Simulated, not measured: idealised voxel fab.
process module | voxel fin reveal
cross-section cut | 250 nm wide | cells 5 nm
A cross-section is a grid of square cells, given in bands from the top down. A band is one or more rows of cells.
Each band's line starts with the height of the band's top and of its bottom, in nm. Then come its materials from left to right, each with its width in nm. One material with "throughout" fills the band from edge to edge. "air" is empty space.
Height 0 is the level under which the wafer as received is all one material. The lowest band goes on downwards, as in "0 down".
A width such as "30 to 40" changes by the same amount from each row of cells to the next, from the band's top row to its bottom row.
"no change" after a step means that no cell of the cross-section changed.
closed voids: empty space of 8 cells or more with no open way to the top, each as width x height at its distance from the left edge, in nm
after a step's settings: what the simulator itself notes on the step
overlay nm, on a step with a mask: how far to the right of its planned place the mask lay; to the left if negative
Each pair below shows a cross-section before one step and the cross-section after it, down to the lowest band that changed. The line under each pair gives the step between them, with its settings. The pairs can come from different runs of this module on the same starting wafer, so a pair continues from the pair above only where its "before" says so.
before
  0 down: Si throughout
  closed voids: none
after
  10 to 0: SiN throughout
  below 0: unchanged
  closed voids: none
the step between: op CONFORMAL_DEP | material SiN | thk nm 10
before: the cross-section after the pair above
after
  25 to 10: aC throughout
  below 10: unchanged
  closed voids: none
the step between: op DIRECTIONAL_DEP | material aC | thk nm 15
before: the cross-section after the pair above
after
  60 to 25: air 75 | resist 15 | air 25 | resist 15 | air 25 | resist 15 | air 80
  below 25: unchanged
  closed voids: none
the step between: op PATTERN | tone cover | mask id FINS | material resist | width nm 15 | pitch nm 40 | thk nm 35 | overlay nm 0
before: the cross-section after the pair above
after
  45 to 25: air 75 | resist 15 | air 25 | resist 15 | air 25 | resist 15 | air 80
  25 to 10: air 75 | aC 15 | air 25 | aC 15 | air 25 | aC 15 | air 80
  below 10: unchanged
  closed voids: none
the step between: op DIRECTIONAL_ETCH | etch materials aC | depth nm 15
before: the cross-section after the pair above
after
  25 to 10: air 75 | aC 15 | air 25 | aC 15 | air 25 | aC 15 | air 80
  below 10: unchanged
  closed voids: none
the step between: op STRIP | etch materials resist
before: the cross-section after the pair above
after
  25 to 10: air 75 | aC 15 | air 25 | aC 15 | air 25 | aC 15 | air 80
  10 to 0: air 75 | SiN 15 | air 25 | SiN 15 | air 25 | SiN 15 | air 80
  below 0: unchanged
  closed voids: none
the step between: op DIRECTIONAL_ETCH | etch materials SiN | depth nm 10
before: the cross-section after the pair above
after
  25 to 10: air 75 | aC 15 | air 25 | aC 15 | air 25 | aC 15 | air 80
  10 to 0: air 75 | SiN 15 | air 25 | SiN 15 | air 25 | SiN 15 | air 80
  0 to -30: air 75 | Si 15 | air 25 | Si 15 | air 25 | Si 15 | air 80
  below -30: unchanged
  closed voids: none
the step between: op DIRECTIONAL_ETCH | etch materials Si | depth nm 30
before: the cross-section after the pair above
after
  10 to 0: air 75 | SiN 15 | air 25 | SiN 15 | air 25 | SiN 15 | air 80
  below 0: unchanged
  closed voids: none
the step between: op STRIP | etch materials aC
before: the cross-section after the pair above
after
  10 to 0: air 75 | SiN 15 | air 25 | SiN 15 | air 25 | SiN 15 | air 80
  0 to -30: air 75 | SiO2 5 | Si 5 | SiO2 5 | air 25 | SiO2 5 | Si 5 | SiO2 5 | air 25 | SiO2 5 | Si 5 | SiO2 5 | air 80
  -30 to -35: SiO2 80 | Si 5 | SiO2 35 | Si 5 | SiO2 35 | Si 5 | SiO2 85
  below -35: unchanged
  closed voids: none
the step between: op OXIDIZE | depth nm 5
before: the cross-section after the pair above
after
  15 to 10: SiO2 throughout
  10 to 0: SiO2 75 | SiN 15 | SiO2 25 | SiN 15 | SiO2 25 | SiN 15 | SiO2 80
  0 to -35: SiO2 80 | Si 5 | SiO2 35 | Si 5 | SiO2 35 | Si 5 | SiO2 85
  below -35: unchanged
  closed voids: none
the step between: op FILL_DEP | material SiO2 | thk nm 5
before: the cross-section after the pair above
after
  10 to 0: SiO2 75 | SiN 15 | SiO2 25 | SiN 15 | SiO2 25 | SiN 15 | SiO2 80
  below 0: unchanged
  closed voids: none
the step between: op CMP | height nm 10
before: the cross-section after the pair above
after
  10 to 0: air 75 | SiN 15 | air 25 | SiN 15 | air 25 | SiN 15 | air 80
  0 to -20: air 80 | Si 5 | air 35 | Si 5 | air 35 | Si 5 | air 85
  below -20: unchanged
  closed voids: none
the step between: op SELECTIVE_ETCH | etch materials SiO2 | depth nm 30
before: the cross-section after the pair above
after
  0 to -20: air 80 | Si 5 | air 35 | Si 5 | air 35 | Si 5 | air 85
  below -20: unchanged
  closed voids: none
the step between: op STRIP | etch materials SiN
before: the cross-section after the pair above
after
  5 to 0: air 75 | SiO2 15 | air 25 | SiO2 15 | air 25 | SiO2 15 | air 80
  0 to -15: air 75 | SiO2 5 | Si 5 | SiO2 5 | air 25 | SiO2 5 | Si 5 | SiO2 5 | air 25 | SiO2 5 | Si 5 | SiO2 5 | air 80
  -15 to -35: SiO2 80 | Si 5 | SiO2 35 | Si 5 | SiO2 35 | Si 5 | SiO2 85
  below -35: unchanged
  closed voids: none
the step between: op CONFORMAL_DEP | material SiO2 | thk nm 5
before
  10 to 0: air 75 | SiN 15 | air 25 | SiN 15 | air 25 | SiN 15 | air 80
  0 to -20: air 80 | Si 5 | air 35 | Si 5 | air 35 | Si 5 | air 85
  -20 to -35: SiO2 80 | Si 5 | SiO2 35 | Si 5 | SiO2 35 | Si 5 | SiO2 85
  -35 down: Si throughout
  closed voids: none
after
  10 to 0: air 75 | SiN 15 | air 25 | SiN 15 | air 25 | SiN 15 | air 80
  0 to -35: air 80 | Si 5 | air 35 | Si 5 | air 35 | Si 5 | air 85
  below -35: unchanged
  closed voids: none
the step between: op SELECTIVE_ETCH | etch materials SiO2 | depth nm 30
before: the cross-section after the pair above
after
  0 to -35: air 80 | Si 5 | air 35 | Si 5 | air 35 | Si 5 | air 85
  below -35: unchanged
  closed voids: none
the step between: op STRIP | etch materials SiN
before: the cross-section after the pair above
after
  5 to 0: air 75 | SiO2 15 | air 25 | SiO2 15 | air 25 | SiO2 15 | air 80
  0 to -30: air 75 | SiO2 5 | Si 5 | SiO2 5 | air 25 | SiO2 5 | Si 5 | SiO2 5 | air 25 | SiO2 5 | Si 5 | SiO2 5 | air 80
  -30 to -35: SiO2 80 | Si 5 | SiO2 35 | Si 5 | SiO2 35 | Si 5 | SiO2 85
  below -35: unchanged
  closed voids: none
the step between: op CONFORMAL_DEP | material SiO2 | thk nm 5
before
  10 to 0: SiO2 75 | SiN 15 | SiO2 25 | SiN 15 | SiO2 25 | SiN 15 | SiO2 80
  0 to -35: SiO2 80 | Si 5 | SiO2 35 | Si 5 | SiO2 35 | Si 5 | SiO2 85
  -35 down: Si throughout
  closed voids: none
after
  10 to 0: SiO2 75 | air 15 | SiO2 25 | air 15 | SiO2 25 | air 15 | SiO2 80
  below 0: unchanged
  closed voids: none
the step between: op STRIP | etch materials SiN
before: the cross-section after the pair above
after
  0 to -20: air 80 | Si 5 | air 35 | Si 5 | air 35 | Si 5 | air 85
  -20 to -30: SiO2 45 | air 35 | Si 5 | air 35 | Si 5 | air 35 | Si 5 | air 35 | SiO2 50
  below -30: unchanged
  closed voids: none
the step between: op SELECTIVE_ETCH | etch materials SiO2 | depth nm 30
before: the cross-section after the pair above
after
  5 to 0: air 75 | SiO2 15 | air 25 | SiO2 15 | air 25 | SiO2 15 | air 80
  0 to -15: air 75 | SiO2 5 | Si 5 | SiO2 5 | air 25 | SiO2 5 | Si 5 | SiO2 5 | air 25 | SiO2 5 | Si 5 | SiO2 5 | air 80
  -15 to -25: SiO2 50 | air 25 | SiO2 5 | Si 5 | SiO2 5 | air 25 | SiO2 5 | Si 5 | SiO2 5 | air 25 | SiO2 5 | Si 5 | SiO2 5 | air 25 | SiO2 55
  -25 to -35: SiO2 80 | Si 5 | SiO2 35 | Si 5 | SiO2 35 | Si 5 | SiO2 85
  below -35: unchanged
  closed voids: none
the step between: op CONFORMAL_DEP | material SiO2 | thk nm 5
before
  10 to 0: SiO2 75 | SiN 15 | SiO2 25 | SiN 15 | SiO2 25 | SiN 15 | SiO2 80
  0 to -35: SiO2 80 | Si 5 | SiO2 35 | Si 5 | SiO2 35 | Si 5 | SiO2 85
  -35 down: Si throughout
  closed voids: none
after
  10 to 0: air 75 | SiN 15 | air 25 | SiN 15 | air 25 | SiN 15 | air 80
  0 to -10: air 80 | Si 5 | air 35 | Si 5 | air 35 | Si 5 | air 85
  below -10: unchanged
  closed voids: none
the step between: op SELECTIVE_ETCH | etch materials SiO2 | depth nm 20
before: the cross-section after the pair above
after
  0 to -10: air 80 | Si 5 | air 35 | Si 5 | air 35 | Si 5 | air 85
  below -10: unchanged
  closed voids: none
the step between: op STRIP | etch materials SiN
before: the cross-section after the pair above
after
  5 to 0: air 75 | SiO2 15 | air 25 | SiO2 15 | air 25 | SiO2 15 | air 80
  0 to -5: air 75 | SiO2 5 | Si 5 | SiO2 5 | air 25 | SiO2 5 | Si 5 | SiO2 5 | air 25 | SiO2 5 | Si 5 | SiO2 5 | air 80
  -5 to -35: SiO2 80 | Si 5 | SiO2 35 | Si 5 | SiO2 35 | Si 5 | SiO2 85
  below -35: unchanged
  closed voids: none
the step between: op CONFORMAL_DEP | material SiO2 | thk nm 5
before
  25 to 10: aC throughout
  10 to 0: SiN throughout
  0 down: Si throughout
  closed voids: none
after
  60 to 25: air 70 | resist 25 | air 15 | resist 25 | air 15 | resist 25 | air 75
  below 25: unchanged
  closed voids: none
the step between: op PATTERN | tone cover | mask id FINS | material resist | width nm 25 | pitch nm 40 | thk nm 35 | overlay nm 0
before: the cross-section after the pair above
after
  45 to 25: air 70 | resist 25 | air 15 | resist 25 | air 15 | resist 25 | air 75
  25 to 10: air 70 | aC 25 | air 15 | aC 25 | air 15 | aC 25 | air 75
  below 10: unchanged
  closed voids: none
the step between: op DIRECTIONAL_ETCH | etch materials aC | depth nm 15
before: the cross-section after the pair above
after
  25 to 10: air 70 | aC 25 | air 15 | aC 25 | air 15 | aC 25 | air 75
  below 10: unchanged
  closed voids: none
the step between: op STRIP | etch materials resist
before: the cross-section after the pair above
after
  25 to 10: air 70 | aC 25 | air 15 | aC 25 | air 15 | aC 25 | air 75
  10 to 0: air 70 | SiN 25 | air 15 | SiN 25 | air 15 | SiN 25 | air 75
  below 0: unchanged
  closed voids: none
the step between: op DIRECTIONAL_ETCH | etch materials SiN | depth nm 10
before: the cross-section after the pair above
after
  25 to 10: air 70 | aC 25 | air 15 | aC 25 | air 15 | aC 25 | air 75
  10 to 0: air 70 | SiN 25 | air 15 | SiN 25 | air 15 | SiN 25 | air 75
  0 to -30: air 70 | Si 25 | air 15 | Si 25 | air 15 | Si 25 | air 75
  below -30: unchanged
  closed voids: none
the step between: op DIRECTIONAL_ETCH | etch materials Si | depth nm 30
before: the cross-section after the pair above
after
  10 to 0: air 70 | SiN 25 | air 15 | SiN 25 | air 15 | SiN 25 | air 75
  below 0: unchanged
  closed voids: none
the step between: op STRIP | etch materials aC
before: the cross-section after the pair above
after
  10 to 0: air 70 | SiN 25 | air 15 | SiN 25 | air 15 | SiN 25 | air 75
  0 to -30: air 70 | SiO2 5 | Si 15 | SiO2 5 | air 15 | SiO2 5 | Si 15 | SiO2 5 | air 15 | SiO2 5 | Si 15 | SiO2 5 | air 75
  -30 to -35: SiO2 75 | Si 15 | SiO2 25 | Si 15 | SiO2 25 | Si 15 | SiO2 80
  below -35: unchanged
  closed voids: none
the step between: op OXIDIZE | depth nm 5
before: the cross-section after the pair above
after
  15 to 10: SiO2 throughout
  10 to 0: SiO2 70 | SiN 25 | SiO2 15 | SiN 25 | SiO2 15 | SiN 25 | SiO2 75
  0 to -35: SiO2 75 | Si 15 | SiO2 25 | Si 15 | SiO2 25 | Si 15 | SiO2 80
  below -35: unchanged
  closed voids: none
the step between: op FILL_DEP | material SiO2 | thk nm 5
before: the cross-section after the pair above
after
  10 to 0: SiO2 70 | SiN 25 | SiO2 15 | SiN 25 | SiO2 15 | SiN 25 | SiO2 75
  below 0: unchanged
  closed voids: none
the step between: op CMP | height nm 10
before: the cross-section after the pair above
after
  10 to 0: air 70 | SiN 25 | air 15 | SiN 25 | air 15 | SiN 25 | air 75
  0 to -20: air 75 | Si 15 | air 25 | Si 15 | air 25 | Si 15 | air 80
  below -20: unchanged
  closed voids: none
the step between: op SELECTIVE_ETCH | etch materials SiO2 | depth nm 30
before: the cross-section after the pair above
after
  0 to -20: air 75 | Si 15 | air 25 | Si 15 | air 25 | Si 15 | air 80
  below -20: unchanged
  closed voids: none
the step between: op STRIP | etch materials SiN
before: the cross-section after the pair above
after
  5 to 0: air 70 | SiO2 25 | air 15 | SiO2 25 | air 15 | SiO2 25 | air 75
  0 to -15: air 70 | SiO2 5 | Si 15 | SiO2 5 | air 15 | SiO2 5 | Si 15 | SiO2 5 | air 15 | SiO2 5 | Si 15 | SiO2 5 | air 75
  -15 to -35: SiO2 75 | Si 15 | SiO2 25 | Si 15 | SiO2 25 | Si 15 | SiO2 80
  below -35: unchanged
  closed voids: none
the step between: op CONFORMAL_DEP | material SiO2 | thk nm 5
before
  25 to 10: aC throughout
  10 to 0: SiN throughout
  0 down: Si throughout
  closed voids: none
after
  60 to 25: air 80 | resist 15 | air 25 | resist 15 | air 25 | resist 15 | air 75
  below 25: unchanged
  closed voids: none
the step between: op PATTERN | tone cover | mask id FINS | material resist | width nm 15 | pitch nm 40 | thk nm 35 | overlay nm 5
before: the cross-section after the pair above
after
  45 to 25: air 80 | resist 15 | air 25 | resist 15 | air 25 | resist 15 | air 75
  25 to 10: air 80 | aC 15 | air 25 | aC 15 | air 25 | aC 15 | air 75
  below 10: unchanged
  closed voids: none
the step between: op DIRECTIONAL_ETCH | etch materials aC | depth nm 15
before: the cross-section after the pair above
after
  25 to 10: air 80 | aC 15 | air 25 | aC 15 | air 25 | aC 15 | air 75
  below 10: unchanged
  closed voids: none
the step between: op STRIP | etch materials resist
before: the cross-section after the pair above
after
  25 to 10: air 80 | aC 15 | air 25 | aC 15 | air 25 | aC 15 | air 75
  10 to 0: air 80 | SiN 15 | air 25 | SiN 15 | air 25 | SiN 15 | air 75
  below 0: unchanged
  closed voids: none
the step between: op DIRECTIONAL_ETCH | etch materials SiN | depth nm 10
before: the cross-section after the pair above
after
  25 to 10: air 80 | aC 15 | air 25 | aC 15 | air 25 | aC 15 | air 75
  10 to 0: air 80 | SiN 15 | air 25 | SiN 15 | air 25 | SiN 15 | air 75
  0 to -30: air 80 | Si 15 | air 25 | Si 15 | air 25 | Si 15 | air 75
  below -30: unchanged
  closed voids: none
the step between: op DIRECTIONAL_ETCH | etch materials Si | depth nm 30
before: the cross-section after the pair above
after
  10 to 0: air 80 | SiN 15 | air 25 | SiN 15 | air 25 | SiN 15 | air 75
  below 0: unchanged
  closed voids: none
the step between: op STRIP | etch materials aC
before: the cross-section after the pair above
after
  10 to 0: air 80 | SiN 15 | air 25 | SiN 15 | air 25 | SiN 15 | air 75
  0 to -30: air 80 | SiO2 5 | Si 5 | SiO2 5 | air 25 | SiO2 5 | Si 5 | SiO2 5 | air 25 | SiO2 5 | Si 5 | SiO2 5 | air 75
  -30 to -35: SiO2 85 | Si 5 | SiO2 35 | Si 5 | SiO2 35 | Si 5 | SiO2 80
  below -35: unchanged
  closed voids: none
the step between: op OXIDIZE | depth nm 5
before: the cross-section after the pair above
after
  15 to 10: SiO2 throughout
  10 to 0: SiO2 80 | SiN 15 | SiO2 25 | SiN 15 | SiO2 25 | SiN 15 | SiO2 75
  0 to -35: SiO2 85 | Si 5 | SiO2 35 | Si 5 | SiO2 35 | Si 5 | SiO2 80
  below -35: unchanged
  closed voids: none
the step between: op FILL_DEP | material SiO2 | thk nm 5
before: the cross-section after the pair above
after
  10 to 0: SiO2 80 | SiN 15 | SiO2 25 | SiN 15 | SiO2 25 | SiN 15 | SiO2 75
  below 0: unchanged
  closed voids: none
the step between: op CMP | height nm 10
before: the cross-section after the pair above
after
  10 to 0: air 80 | SiN 15 | air 25 | SiN 15 | air 25 | SiN 15 | air 75
  0 to -20: air 85 | Si 5 | air 35 | Si 5 | air 35 | Si 5 | air 80
  below -20: unchanged
  closed voids: none
the step between: op SELECTIVE_ETCH | etch materials SiO2 | depth nm 30
before: the cross-section after the pair above
after
  0 to -20: air 85 | Si 5 | air 35 | Si 5 | air 35 | Si 5 | air 80
  below -20: unchanged
  closed voids: none
the step between: op STRIP | etch materials SiN
before: the cross-section after the pair above
after
  5 to 0: air 80 | SiO2 15 | air 25 | SiO2 15 | air 25 | SiO2 15 | air 75
  0 to -15: air 80 | SiO2 5 | Si 5 | SiO2 5 | air 25 | SiO2 5 | Si 5 | SiO2 5 | air 25 | SiO2 5 | Si 5 | SiO2 5 | air 75
  -15 to -35: SiO2 85 | Si 5 | SiO2 35 | Si 5 | SiO2 35 | Si 5 | SiO2 80
  below -35: unchanged
  closed voids: none
the step between: op CONFORMAL_DEP | material SiO2 | thk nm 5
before
  10 to 0: air 75 | SiN 15 | air 25 | SiN 15 | air 25 | SiN 15 | air 80
  0 to -20: air 80 | Si 5 | air 35 | Si 5 | air 35 | Si 5 | air 85
  -20 to -35: SiO2 80 | Si 5 | SiO2 35 | Si 5 | SiO2 35 | Si 5 | SiO2 85
  -35 down: Si throughout
  closed voids: none
after
  10 to 0: air 75 | SiN 15 | air 25 | SiN 15 | air 25 | SiN 15 | air 80
  0 to -35: air 80 | Si 5 | air 35 | Si 5 | air 35 | Si 5 | air 85
  below -35: unchanged
  closed voids: none
the step between: op STRIP | etch materials SiO2
before: the cross-section after the pair above
after
  15 to 10: air 70 | SiO2 25 | air 15 | SiO2 25 | air 15 | SiO2 25 | air 75
  10 to 0: air 70 | SiO2 5 | SiN 15 | SiO2 5 | air 15 | SiO2 5 | SiN 15 | SiO2 5 | air 15 | SiO2 5 | SiN 15 | SiO2 5 | air 75
  0 to -5: air 70 | SiO2 10 | Si 5 | SiO2 10 | air 15 | SiO2 10 | Si 5 | SiO2 10 | air 15 | SiO2 10 | Si 5 | SiO2 10 | air 75
  -5 to -30: air 75 | SiO2 5 | Si 5 | SiO2 5 | air 25 | SiO2 5 | Si 5 | SiO2 5 | air 25 | SiO2 5 | Si 5 | SiO2 5 | air 80
  -30 to -35: SiO2 80 | Si 5 | SiO2 35 | Si 5 | SiO2 35 | Si 5 | SiO2 85
  below -35: unchanged
  closed voids: none
the step between: op CONFORMAL_DEP | material SiO2 | thk nm 5
before
  25 to 10: aC throughout
  10 to 0: SiN throughout
  0 down: Si throughout
  closed voids: none
after
  60 to 25: resist 75 | air 15 | resist 25 | air 15 | resist 25 | air 15 | resist 80
  below 25: unchanged
  closed voids: none
the step between: op PATTERN | tone open | mask id FINS | material resist | width nm 15 | pitch nm 40 | thk nm 35 | overlay nm 0
before: the cross-section after the pair above
after
  45 to 25: resist 75 | air 15 | resist 25 | air 15 | resist 25 | air 15 | resist 80
  25 to 10: aC 75 | air 15 | aC 25 | air 15 | aC 25 | air 15 | aC 80
  below 10: unchanged
  closed voids: none
the step between: op DIRECTIONAL_ETCH | etch materials aC | depth nm 15
before: the cross-section after the pair above
after
  25 to 10: aC 75 | air 15 | aC 25 | air 15 | aC 25 | air 15 | aC 80
  below 10: unchanged
  closed voids: none
the step between: op STRIP | etch materials resist
before: the cross-section after the pair above
after
  25 to 10: aC 75 | air 15 | aC 25 | air 15 | aC 25 | air 15 | aC 80
  10 to 0: SiN 75 | air 15 | SiN 25 | air 15 | SiN 25 | air 15 | SiN 80
  below 0: unchanged
  closed voids: none
the step between: op DIRECTIONAL_ETCH | etch materials SiN | depth nm 10
before: the cross-section after the pair above
after
  25 to 10: aC 75 | air 15 | aC 25 | air 15 | aC 25 | air 15 | aC 80
  10 to 0: SiN 75 | air 15 | SiN 25 | air 15 | SiN 25 | air 15 | SiN 80
  0 to -30: Si 75 | air 15 | Si 25 | air 15 | Si 25 | air 15 | Si 80
  below -30: unchanged
  closed voids: none
the step between: op DIRECTIONAL_ETCH | etch materials Si | depth nm 30
before: the cross-section after the pair above
after
  10 to 0: SiN 75 | air 15 | SiN 25 | air 15 | SiN 25 | air 15 | SiN 80
  below 0: unchanged
  closed voids: none
the step between: op STRIP | etch materials aC
before: the cross-section after the pair above
after
  10 to 0: SiN 75 | air 15 | SiN 25 | air 15 | SiN 25 | air 15 | SiN 80
  0 to -30: Si 70 | SiO2 5 | air 15 | SiO2 5 | Si 15 | SiO2 5 | air 15 | SiO2 5 | Si 15 | SiO2 5 | air 15 | SiO2 5 | Si 75
  -30 to -35: Si 70 | SiO2 25 | Si 15 | SiO2 25 | Si 15 | SiO2 25 | Si 75
  below -35: unchanged
  closed voids: none
the step between: op OXIDIZE | depth nm 5
before: the cross-section after the pair above
after
  15 to 10: SiO2 throughout
  10 to 0: SiN 75 | SiO2 15 | SiN 25 | SiO2 15 | SiN 25 | SiO2 15 | SiN 80
  0 to -35: Si 70 | SiO2 25 | Si 15 | SiO2 25 | Si 15 | SiO2 25 | Si 75
  below -35: unchanged
  closed voids: none
the step between: op FILL_DEP | material SiO2 | thk nm 5
before: the cross-section after the pair above
after
  10 to 0: SiN 75 | SiO2 15 | SiN 25 | SiO2 15 | SiN 25 | SiO2 15 | SiN 80
  below 0: unchanged
  closed voids: none
the step between: op CMP | height nm 10
before: the cross-section after the pair above
after
  10 to 0: SiN 75 | air 15 | SiN 25 | air 15 | SiN 25 | air 15 | SiN 80
  0 to -20: Si 70 | air 25 | Si 15 | air 25 | Si 15 | air 25 | Si 75
  below -20: unchanged
  closed voids: none
the step between: op SELECTIVE_ETCH | etch materials SiO2 | depth nm 30
before: the cross-section after the pair above
after
  0 to -20: Si 70 | air 25 | Si 15 | air 25 | Si 15 | air 25 | Si 75
  below -20: unchanged
  closed voids: none
the step between: op STRIP | etch materials SiN
before: the cross-section after the pair above
after
  5 to 0: SiO2 75 | air 15 | SiO2 25 | air 15 | SiO2 25 | air 15 | SiO2 80
  0 to -15: Si 70 | SiO2 5 | air 15 | SiO2 5 | Si 15 | SiO2 5 | air 15 | SiO2 5 | Si 15 | SiO2 5 | air 15 | SiO2 5 | Si 75
  -15 to -35: Si 70 | SiO2 25 | Si 15 | SiO2 25 | Si 15 | SiO2 25 | Si 75
  below -35: unchanged
  closed voids: none
the step between: op CONFORMAL_DEP | material SiO2 | thk nm 5
